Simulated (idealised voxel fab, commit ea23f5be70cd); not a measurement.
The document below concerns the process module designated voxel capacitor over wiring.
Section cut is 155 nm wide and gridded with 5 nm square cells.
Square cells in a grid make up a cross-section in this document, and the grid is given as bands, listed from the top down, each one or more rows of cells. A band entry consists of two parts. The first gives the height of the band's top and the height of its bottom, in nm. The rest lists the band's materials from left to right, each with its width in nm. A single material labelled with the word "edge to edge" fills the band from edge to edge, and the word "air" marks empty space. Basically, 0 is our baseline, since under it the wafer straight out of the box is all one material. The bottom band has no lower end and keeps on going down, so it looks like "0 and below". Think of "30..40" as a width that walks from the first number to the second as you go down the band, top row to bottom row, taking equal-sized steps from row to row. "changes: none", as given for a step, is the statement that not any cell of the cross-section underwent a change during that step. In the "Sealed void listing" entry, you get each enclosed empty space of 8 cells or more, one with no open way to the top, written width x height at distance, distance from the left edge, in nm. Step line, after settings: the simulator's comment on this step. What "overlay nm" on a step's line means: if the step has a mask, that mask lay this far to the right of its planned place, or, when the value is negative, to the left. In what follows, pairs of cross-sections are presented, each taken before and after one process step, with the after cross-section shown only down to the lowest band that was altered; the step, together with its settings, is stated below the pair. The pairs may stem from different runs of this module on the same starting wafer; accordingly, a pair should be taken as continuing from the one above it solely where its entry headed "State on entry" indicates as much.

[State on entry]
* 75 down to 70 | air: 30, then TiN: 70, then air: 55
* 70 down to 65 | air: 30, then HfO2: 70, then air: 55
* 65 down to 55 | TiN edge to edge
* 55 down to 40 | SiO2: 30, then Ru: 15, then SiO2: 110
* 40 down to 35 | SiCN: 30, then Ru: 15, then SiCN: 110
* 35 down to 20 | SiO2: 20, then TiN: 5, then Ru: 15, then TiN: 5, then SiO2: 65, then TiN: 5, then Ru: 15, then TiN: 5, then SiO2: 20
* 20 down to 15 | SiCN: 20, then TiN: 25, then SiCN: 65, then TiN: 25, then SiCN: 20
* 15 down to 0 | SiO2 edge to edge
* 0 and below | Si edge to edge
* Sealed void listing: none

[after]
* 95 down to 75 | air: 20, then resist: 80, then air: 55
* 75 down to 70 | air: 20, then resist: 10, then TiN: 70, then air: 55
* 70 down to 65 | air: 20, then resist: 10, then HfO2: 70, then air: 55
* Below 65, no change.
* Sealed void listing: none
What was done to get from the upper cross-section to the lower one? op PATTERN | tone cover | mask id LOWER_PLATE | material resist | width nm 80 | thk nm 20 | overlay nm -5

State on entry: see the after view in the pair directly above.

[after]
* 95 down to 75 | air: 20, then resist: 80, then air: 55
* 75 down to 70 | air: 20, then resist: 10, then TiN: 70, then air: 55
* 70 down to 65 | air: 20, then resist: 10, then HfO2: 70, then air: 55
* 65 down to 55 | air: 20, then TiN: 80, then air: 55
* Below 55, no change.
* Sealed void listing: none
What was done to get from the upper cross-section to the lower one? op DIRECTIONAL_ETCH | etch materials TiN | depth nm 10

State on entry: see the after view in the pair directly above.

[after]
* 75 down to 70 | air: 30, then TiN: 70, then air: 55
* 70 down to 65 | air: 30, then HfO2: 70, then air: 55
* Below 65, no change.
* Sealed void listing: none
What was done to get from the upper cross-section to the lower one? op STRIP | etch materials resist

State on entry: see the after view in the pair directly above.

[after]
* 95 down to 75 | SiO2 edge to edge
* 75 down to 70 | SiO2: 30, then TiN: 70, then SiO2: 55
* 70 down to 65 | SiO2: 30, then HfO2: 70, then SiO2: 55
* 65 down to 55 | SiO2: 20, then TiN: 80, then SiO2: 55
* Below 55, no change.
* Sealed void listing: none
What was done to get from the upper cross-section to the lower one? op FILL_DEP | material SiO2 | thk nm 20

State on entry: see the after view in the pair directly above.

[after]
* 90 down to 75 | SiO2 edge to edge
* Below 75, no change.
* Sealed void listing: none
What was done to get from the upper cross-section to the lower one? op CMP | height nm 90

State on entry: see the after view in the pair directly above.

[after]
* 110 down to 90 | resist: 40, then air: 15, then resist: 100
* Below 90, no change.
* Sealed void listing: none
What was done to get from the upper cross-section to the lower one? op PATTERN | tone open | mask id PLUG_2 | material resist | width nm 15 | thk nm 20 | overlay nm 0

State on entry: see the after view in the pair directly above.

[after]
* 110 down to 90 | resist: 40, then air: 15, then resist: 100
* 90 down to 75 | SiO2: 40, then air: 15, then SiO2: 100
* Below 75, no change.
* Sealed void listing: none
What was done to get from the upper cross-section to the lower one? op DIRECTIONAL_ETCH | etch materials SiO2 | depth nm 15

State on entry: see the after view in the pair directly above.

[after]
* 90 down to 75 | SiO2: 40, then air: 15, then SiO2: 100
* Below 75, no change.
* Sealed void listing: none
What was done to get from the upper cross-section to the lower one? op STRIP | etch materials resist

State on entry: see the after view in the pair directly above.

[after]
* 95 down to 90 | TiN: 45, then air: 5, then TiN: 105
* 90 down to 80 | SiO2: 40, then TiN: 5, then air: 5, then TiN: 5, then SiO2: 100
* 80 down to 70 | SiO2: 40..30, then TiN: 15..70, then SiO2: 100..55
* Below 70, no change.
* Sealed void listing: none
What was done to get from the upper cross-section to the lower one? op CONFORMAL_DEP | material TiN | thk nm 5

State on entry: see the after view in the pair directly above.

[after]
* 105 down to 95 | Ru edge to edge
* 95 down to 90 | TiN: 45, then Ru: 5, then TiN: 105
* 90 down to 80 | SiO2: 40, then TiN: 5, then Ru: 5, then TiN: 5, then SiO2: 100
* Below 80, no change.
* Sealed void listing: none
What was done to get from the upper cross-section to the lower one? op FILL_DEP | material Ru | thk nm 10

State on entry: see the after view in the pair directly above.

[after]
* 90 down to 80 | SiO2: 40, then TiN: 5, then Ru: 5, then TiN: 5, then SiO2: 100
* Below 80, no change.
* Sealed void listing: none
What was done to get from the upper cross-section to the lower one? op CMP | height nm 90

State on entry: see the after view in the pair directly above.

[after]
* 95 down to 90 | SiCN edge to edge
* Below 90, no change.
* Sealed void listing: none
What was done to get from the upper cross-section to the lower one? op CONFORMAL_DEP | material SiCN | thk nm 5

[State on entry]
* 65 down to 55 | TiN edge to edge
* 55 down to 40 | SiO2: 30, then Ru: 15, then SiO2: 110
* 40 down to 35 | SiCN: 30, then Ru: 15, then SiCN: 110
* 35 down to 20 | SiO2: 20, then TiN: 5, then Ru: 15, then TiN: 5, then SiO2: 65, then TiN: 5, then Ru: 15, then TiN: 5, then SiO2: 20
* 20 down to 15 | SiCN: 20, then TiN: 25, then SiCN: 65, then TiN: 25, then SiCN: 20
* 15 down to 0 | SiO2 edge to edge
* 0 and below | Si edge to edge
* Sealed void listing: none

[after]
* 70 down to 65 | SiCN edge to edge
* Below 65, no change.
* Sealed void listing: none
What was done to get from the upper cross-section to the lower one? op DIRECTIONAL_DEP | material SiCN | thk nm 5

State on entry: see the after view in the pair directly above.

[after]
* 75 down to 70 | TiN edge to edge
* Below 70, no change.
* Sealed void listing: none
What was done to get from the upper cross-section to the lower one? op DIRECTIONAL_DEP | material TiN | thk nm 5

State on entry: see the after view in the pair directly above.

[after]
* 90 down to 75 | air: 30, then resist: 70, then air: 55
* Below 75, no change.
* Sealed void listing: none
What was done to get from the upper cross-section to the lower one? op PATTERN | tone cover | mask id UPPER_PLATE | material resist | width nm 70 | thk nm 15 | overlay nm 0

State on entry: see the after view in the pair directly above.

[after]
* 90 down to 75 | air: 30, then resist: 70, then air: 55
* 75 down to 70 | air: 30, then TiN: 70, then air: 55
* Below 70, no change.
* Sealed void listing: none
What was done to get from the upper cross-section to the lower one? op DIRECTIONAL_ETCH | etch materials TiN | depth nm 5

State on entry: see the after view in the pair directly above.

[after]
* 75 down to 70 | air: 30, then TiN: 70, then air: 55
* Below 70, no change.
* Sealed void listing: none
What was done to get from the upper cross-section to the lower one? op STRIP | etch materials resist

State on entry: see the after view in the pair directly above.

[after]
* 95 down to 75 | air: 25, then resist: 80, then air: 50
* 75 down to 70 | air: 25, then resist: 5, then TiN: 70, then resist: 5, then air: 50
* Below 70, no change.
* Sealed void listing: none
What was done to get from the upper cross-section to the lower one? op PATTERN | tone cover | mask id LOWER_PLATE | material resist | width nm 80 | thk nm 20 | overlay nm 0

State on entry: see the after view in the pair directly above.

[after]
* 75 down to 70 | air: 30, then TiN: 70, then air: 55
* Below 70, no change.
* Sealed void listing: none
What was done to get from the upper cross-section to the lower one? op STRIP | etch materials resist

State on entry: see the after view in the pair directly above.

[after]
* 95 down to 75 | SiO2 edge to edge
* 75 down to 70 | SiO2: 30, then TiN: 70, then SiO2: 55
* Below 70, no change.
* Sealed void listing: none
What was done to get from the upper cross-section to the lower one? op FILL_DEP | material SiO2 | thk nm 20

State on entry: see the after view in the pair directly above.

[after]
* 90 down to 75 | SiO2 edge to edge
* Below 75, no change.
* Sealed void listing: none
What was done to get from the upper cross-section to the lower one? op CMP | height nm 90

State on entry: see the after view in the pair directly above.

[after]
* 110 down to 90 | resist: 40, then air: 15, then resist: 100
* Below 90, no change.
* Sealed void listing: none
What was done to get from the upper cross-section to the lower one? op PATTERN | tone open | mask id PLUG_2 | material resist | width nm 15 | thk nm 20 | overlay nm 0

State on entry: see the after view in the pair directly above.

[after]
* 110 down to 90 | resist: 40, then air: 15, then resist: 100
* 90 down to 75 | SiO2: 40, then air: 15, then SiO2: 100
* Below 75, no change.
* Sealed void listing: none
What was done to get from the upper cross-section to the lower one? op DIRECTIONAL_ETCH | etch materials SiO2 | depth nm 15

State on entry: see the after view in the pair directly above.

[after]
* 90 down to 75 | SiO2: 40, then air: 15, then SiO2: 100
* Below 75, no change.
* Sealed void listing: none
What was done to get from the upper cross-section to the lower one? op STRIP | etch materials resist

State on entry: see the after view in the pair directly above.

[after]
* 95 down to 90 | TiN: 45, then air: 5, then TiN: 105
* 90 down to 80 | SiO2: 40, then TiN: 5, then air: 5, then TiN: 5, then SiO2: 100
* 80 down to 70 | SiO2: 40..30, then TiN: 15..70, then SiO2: 100..55
* Below 70, no change.
* Sealed void listing: none
What was done to get from the upper cross-section to the lower one? op CONFORMAL_DEP | material TiN | thk nm 5

State on entry: see the after view in the pair directly above.

[after]
* 105 down to 95 | Ru edge to edge
* 95 down to 90 | TiN: 45, then Ru: 5, then TiN: 105
* 90 down to 80 | SiO2: 40, then TiN: 5, then Ru: 5, then TiN: 5, then SiO2: 100
* Below 80, no change.
* Sealed void listing: none
What was done to get from the upper cross-section to the lower one? op FILL_DEP | material Ru | thk nm 10

State on entry: see the after view in the pair directly above.

[after]
* 90 down to 80 | SiO2: 40, then TiN: 5, then Ru: 5, then TiN: 5, then SiO2: 100
* Below 80, no change.
* Sealed void listing: none
What was done to get from the upper cross-section to the lower one? op CMP | height nm 90

State on entry: see the after view in the pair directly above.

[after]
* 95 down to 90 | SiCN edge to edge
* Below 90, no change.
* Sealed void listing: none
What was done to get from the upper cross-section to the lower one? op CONFORMAL_DEP | material SiCN | thk nm 5

[State on entry]
* 90 down to 75 | SiO2 edge to edge
* 75 down to 70 | SiO2: 30, then TiN: 70, then SiO2: 55
* 70 down to 65 | SiO2: 30, then HfO2: 70, then SiO2: 55
* 65 down to 55 | SiO2: 25, then TiN: 80, then SiO2: 50
* 55 down to 40 | SiO2: 30, then Ru: 15, then SiO2: 110
* 40 down to 35 | SiCN: 30, then Ru: 15, then SiCN: 110
* 35 down to 20 | SiO2: 20, then TiN: 5, then Ru: 15, then TiN: 5, then SiO2: 65, then TiN: 5, then Ru: 15, then TiN: 5, then SiO2: 20
* 20 down to 15 | SiCN: 20, then TiN: 25, then SiCN: 65, then TiN: 25, then SiCN: 20
* 15 down to 0 | SiO2 edge to edge
* 0 and below | Si edge to edge
* Sealed void listing: none

[after]
* 110 down to 90 | air: 40, then resist: 15, then air: 100
* Below 90, no change.
* Sealed void listing: none
What was done to get from the upper cross-section to the lower one? op PATTERN | tone cover | mask id PLUG_2 | material resist | width nm 15 | thk nm 20 | overlay nm 0

State on entry: see the after view in the pair directly above.

[after]
* 110 down to 90 | air: 40, then resist: 15, then air: 100
* 90 down to 75 | air: 40, then SiO2: 15, then air: 100
* Below 75, no change.
* Sealed void listing: none
What was done to get from the upper cross-section to the lower one? op DIRECTIONAL_ETCH | etch materials SiO2 | depth nm 15

State on entry: see the after view in the pair directly above.

[after]
* 90 down to 75 | air: 40, then SiO2: 15, then air: 100
* Below 75, no change.
* Sealed void listing: none
What was done to get from the upper cross-section to the lower one? op STRIP | etch materials resist

State on entry: see the after view in the pair directly above.

[after]
* 95 down to 90 | air: 35, then TiN: 25, then air: 95
* 90 down to 80 | air: 35, then TiN: 5, then SiO2: 15, then TiN: 5, then air: 95
* 80 down to 75 | TiN: 40, then SiO2: 15, then TiN: 100
* Below 75, no change.
* Sealed void listing: none
What was done to get from the upper cross-section to the lower one? op CONFORMAL_DEP | material TiN | thk nm 5

State on entry: see the after view in the pair directly above.

[after]
* 105 down to 95 | Ru edge to edge
* 95 down to 90 | Ru: 35, then TiN: 25, then Ru: 95
* 90 down to 80 | Ru: 35, then TiN: 5, then SiO2: 15, then TiN: 5, then Ru: 95
* Below 80, no change.
* Sealed void listing: none
What was done to get from the upper cross-section to the lower one? op FILL_DEP | material Ru | thk nm 10

State on entry: see the after view in the pair directly above.

[after]
* 90 down to 80 | Ru: 35, then TiN: 5, then SiO2: 15, then TiN: 5, then Ru: 95
* Below 80, no change.
* Sealed void listing: none
What was done to get from the upper cross-section to the lower one? op CMP | height nm 90

State on entry: see the after view in the pair directly above.

[after]
* 95 down to 90 | SiCN edge to edge
* Below 90, no change.
* Sealed void listing: none
What was done to get from the upper cross-section to the lower one? op CONFORMAL_DEP | material SiCN | thk nm 5
